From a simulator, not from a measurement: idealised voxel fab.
This section sets out a process module, namely voxel trench capacitor.
Square cell edge 5 nm, section width 195 nm, ID cut.
Cross-section = grid of square cells, listed top down in bands; band = one or more rows.
Band: top height; bottom height; in nm. Then, left to right: material with width in nm, for each material. "everywhere": a single material spanning edge to edge. "blank": empty space.
All heights in this document are referenced to 0, defined as the level beneath which the wafer, as received, consists entirely of one material. The lowest band is not bounded below; it extends indefinitely downward and is written in the form "from 0 down".
Read "30 to 40" as a graded width: first number on top, second number at the bottom, same change between each pair of neighbouring rows.
"changes: none" (step): cross-section cells unchanged, all of them.
In the "closed voids" entry, you get each enclosed empty space of 8 cells or more, one with no open way to the top, written width x height at distance, distance from the left edge, in nm.
Whatever follows a step's settings on its line is a remark the simulator itself makes about that step.
overlay nm: how far to the right of its planned place the mask lay on this masked step (negative: to the left).
Planned process steps
- 1: RECEIVE, material Si
- 2: CONFORMAL_DEP, material SiN, thk nm 10
- 3: PATTERN, tone open, mask id TRENCH, material resist, width nm 25, pitch nm 45, thk nm 15, overlay nm 0
- 4: DIRECTIONAL_ETCH, etch materials SiN, depth nm 10
- 5: DIRECTIONAL_ETCH, etch materials Si, depth nm 30
- 6: STRIP, etch materials resist
- 7: CONFORMAL_DEP, material Al2O3, thk nm 5
- 8: CONFORMAL_DEP, material TiN, thk nm 5
- 9: FILL_DEP, material W, thk nm 5
- 10: CMP, height nm 10
Delivered wafer in cross-section: state after step 1
- from 0 down  Si everywhere
- closed voids: none
Starting structure and process plan are as shown above, but one mistake was made in running the module; the wafer cross-section at the end of the module follows
- from 10 to 0  SiN (40) | Al2O3 (5) | TiN (5) | W (5) | TiN (5) | Al2O3 (5) | SiN (20) | Al2O3 (5) | TiN (5) | W (5) | TiN (5) | Al2O3 (5) | SiN (20) | Al2O3 (5) | TiN (5) | W (5) | TiN (5) | Al2O3 (5) | SiN (40)
- from 0 to -50  Si (40) | Al2O3 (5) | TiN (5) | W (5) | TiN (5) | Al2O3 (5) | Si (20) | Al2O3 (5) | TiN (5) | W (5) | TiN (5) | Al2O3 (5) | Si (20) | Al2O3 (5) | TiN (5) | W (5) | TiN (5) | Al2O3 (5) | Si (40)
- from -50 to -55  Si (40) | Al2O3 (5) | TiN (15) | Al2O3 (5) | Si (20) | Al2O3 (5) | TiN (15) | Al2O3 (5) | Si (20) | Al2O3 (5) | TiN (15) | Al2O3 (5) | Si (40)
- from -55 to -60  Si (40) | Al2O3 (25) | Si (20) | Al2O3 (25) | Si (20) | Al2O3 (25) | Si (40)
- from -60 down  Si everywhere
- closed voids: none
What was done differently from what was planned? the plan's step 5 ran twice
